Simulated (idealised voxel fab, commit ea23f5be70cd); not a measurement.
The process module presented herein is designated voxel ribs on slabs.
In the cross-section labelled cut, the width is 205 nm and each square cell is 5 nm.
A cross-section is a grid of square cells, given in bands from the top down. A band is one or more rows of cells. Read a band's entry like this: the first values are the height of its top and the height of its bottom in nm, and what follows is the sequence of materials from left to right, each with its width in nm. Note that "empty" is empty space, and that a single material marked "throughout" reaches across the band from edge to edge. It should be noted that heights are counted from 0, beneath which the wafer as supplied is of one material throughout, and that the lowest band possesses no lower boundary but continues downward, as written in "0..down". Note: "30 to 40" means the width goes from the first number (top row of the band) to the second number (bottom row) in equal steps per row of cells. Basically "no modification" means that step didn't change any cell in the cross-section. If an empty space has no open way to the top and is at least 8 cells in size, "Trapped void list" lists it, written width x height at distance, where distance is measured from the left edge and every value is in nm. On a step's line, text after the settings is the simulator commenting on that step. A step line may carry the setting "overlay nm", which, for steps involving a mask, states the distance by which the mask lay to the right of its intended position; negative values denote displacement to the left.

Set out below are the planned steps of the process:
| 1 | RECEIVE (material Si) |
| 2 | DIRECTIONAL_DEP (material SiO2; thk nm 25) |
| 3 | DIRECTIONAL_DEP (material SiN; thk nm 15) |
| 4 | DIRECTIONAL_DEP (material aC; thk nm 10) |
| 5 | PATTERN (tone cover; mask id RIB; material resist; width nm 20; thk nm 25; overlay nm 0) |
| 6 | DIRECTIONAL_ETCH (etch materials aC; depth nm 10) |
| 7 | STRIP (etch materials resist) |
| 8 | DIRECTIONAL_ETCH (etch materials SiN; depth nm 5) |
| 9 | STRIP (etch materials aC) |
| 10 | MASKED_ETCH (tone cover; mask id SLAB; width nm 60; etch materials SiN; depth nm 10; overlay nm 0) |
| 11 | FILL_DEP (material SiO2; thk nm 15) |
| 12 | CMP (height nm 50) |
| 13 | DIRECTIONAL_DEP (material W; thk nm 10) |
| 14 | PATTERN (tone cover; mask id HEATER; material resist; width nm 30; thk nm 15; overlay nm 0) |
| 15 | DIRECTIONAL_ETCH (etch materials W; depth nm 10) |
| 16 | STRIP (etch materials resist) |
| 17 | CONFORMAL_DEP (material SiN; thk nm 5) |

Cross-section of the wafer upon arrival, representing the state reached after step 1:
  0..down: Si throughout
  Trapped void list: none

The following cross-section depicts the wafer upon conclusion of the module. Processing commenced from the starting condition illustrated above and adhered to the plan illustrated above, save for one mistake in execution:
  65..60: empty 80; SiN 40; empty 85
  60..55: empty 80; SiN 5; W 30; SiN 5; empty 85
  55..50: SiN 85; W 30; SiN 90
  50..40: SiO2 70; SiN 60; SiO2 75
  40..25: SiN throughout
  25..0: SiO2 throughout
  0..down: Si throughout
  Trapped void list: none
Heads up, the wafer didn't run the way we planned it: yeah, plan step 3 got run twice
